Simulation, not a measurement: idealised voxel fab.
The following is a process module called voxel gate over fins.
The cross-section shown here is cut; it is 285 nm wide and divided into square cells measuring 5 nm on a side.
Reading order for cross-sections: top band down to bottom band. Underlying form: a grid of square cells. Band size: one or more rows of cells.
It is stipulated that each band's entry specify, in nanometres, the height of the top of the band and then that of its bottom, followed by the materials of the band in left-to-right sequence, each together with its width in nanometres. A single material marked by the word "all across" is understood to fill the band from edge to edge; the word "blank" is understood to denote empty space.
Measure heights from 0. That's the level where, below it, the as-received wafer is all one material. The lowest band is bottomless and extends downward; write it as in "top 0, no bottom".
The width entry "30 to 40" should be interpreted row by row: the top row of cells in the band takes the first number, the bottom row takes the second number, and the change between adjacent rows is uniform throughout.
"nothing was modified" for a step: no cell of the cross-section changed in that step.
So "Sealed void list" is basically the list of trapped voids: any empty space of 8 cells or more that can't reach the top through an opening. They're written width x height at distance, the distance being from the left edge, and it's all nm.
That trailing text on a step's line, after the settings, is the simulator's own remark on the step.
overlay nm: step with mask; distance mask lay right of planned place; negative value = left of planned place.
The planned process steps are enumerated hereunder:
1 RECEIVE | material Si
2 CONFORMAL_DEP | material SiN | thk nm 5
3 MASKED_ETCH | tone cover | mask id FINS | width nm 15 | pitch nm 60 | etch materials SiN | depth nm 5 | overlay nm 0
4 MASKED_ETCH | tone cover | mask id FINS | width nm 15 | pitch nm 60 | etch materials Si | depth nm 35 | overlay nm 0
5 OXIDIZE | depth nm 5
6 FILL_DEP | material SiO2 | thk nm 5
7 CMP | height nm 5
8 PATTERN | tone open | mask id RAIL | material resist | width nm 15 | thk nm 20 | overlay nm 0
9 DIRECTIONAL_ETCH | etch materials SiO2 | depth nm 35
10 STRIP | etch materials resist
11 CONFORMAL_DEP | material TiN | thk nm 5
12 FILL_DEP | material W | thk nm 10
13 CMP | height nm 5
14 SELECTIVE_ETCH | etch materials W Ru TiN | depth nm 30
15 FILL_DEP | material SiO2 | thk nm 5
16 CMP | height nm 5
17 SELECTIVE_ETCH | etch materials SiO2 | depth nm 20
18 STRIP | etch materials SiN
19 CONFORMAL_DEP | material HfO2 | thk nm 5
20 CONFORMAL_DEP | material TiN | thk nm 5
21 FILL_DEP | material W | thk nm 10
22 CMP | height nm 15
23 CONFORMAL_DEP | material SiN | thk nm 10
Step 1 complete: cross-section of the wafer as received:
    top 0, no bottom: Si all across
    Sealed void list: none
Module complete, cross-section. Starting point and plan per above. One mistake made in running the module:
    top 25, bottom 15: SiN all across
    top 15, bottom 10: W all across
    top 10, bottom 5: W (40); TiN (25); W (35); TiN (25); W (35); TiN (25); W (35); TiN (25); W (40)
    top 5, bottom 0: W (40); TiN (5); HfO2 (15); TiN (5); W (35); TiN (5); HfO2 (15); TiN (5); W (35); TiN (5); HfO2 (15); TiN (5); W (35); TiN (5); HfO2 (15); TiN (5); W (40)
    top 0, bottom -5: W (40); TiN (5); HfO2 (5); Si (5); HfO2 (5); TiN (5); W (35); TiN (5); HfO2 (5); Si (5); HfO2 (5); TiN (5); W (35); TiN (5); HfO2 (5); Si (5); HfO2 (5); TiN (5); W (35); TiN (5); HfO2 (5); Si (5); HfO2 (5); TiN (5); W (40)
    top -5, bottom -10: TiN (35); W (5); TiN (5); HfO2 (5); Si (5); HfO2 (5); TiN (5); W (5); TiN (25); W (5); TiN (5); HfO2 (5); Si (5); HfO2 (5); TiN (5); W (5); TiN (25); W (5); TiN (5); HfO2 (5); Si (5); HfO2 (5); TiN (5); W (5); TiN (25); W (5); TiN (5); HfO2 (5); Si (5); HfO2 (5); TiN (5); W (5); TiN (35)
    top -10, bottom -15: HfO2 (30); TiN (15); HfO2 (5); Si (5); HfO2 (5); TiN (15); HfO2 (15); TiN (15); HfO2 (5); Si (5); HfO2 (5); TiN (15); HfO2 (15); TiN (15); HfO2 (5); Si (5); HfO2 (5); TiN (15); HfO2 (15); TiN (15); HfO2 (5); Si (5); HfO2 (5); TiN (15); HfO2 (30)
    top -15, bottom -20: SiO2 (25); HfO2 (25); Si (5); HfO2 (25); SiO2 (5); HfO2 (25); Si (5); HfO2 (25); SiO2 (5); HfO2 (25); Si (5); HfO2 (25); SiO2 (5); HfO2 (25); Si (5); HfO2 (25); SiO2 (25)
    top -20, bottom -25: SiO2 (50); Si (5); SiO2 (55); Si (5); SiO2 (55); Si (5); SiO2 (55); Si (5); SiO2 (50)
    top -25, bottom -30: SiO2 (50); Si (5); SiO2 (20); TiN (15); SiO2 (20); Si (5); SiO2 (55); Si (5); SiO2 (55); Si (5); SiO2 (50)
    top -30, bottom -40: SiO2 (50); Si (5); SiO2 (55); Si (5); SiO2 (55); Si (5); SiO2 (55); Si (5); SiO2 (50)
    top -40, no bottom: Si all across
    Sealed void list: none
Against the plan, the run slipped here: contrary to the plan, steps 17 and 18 were processed in exchanged order
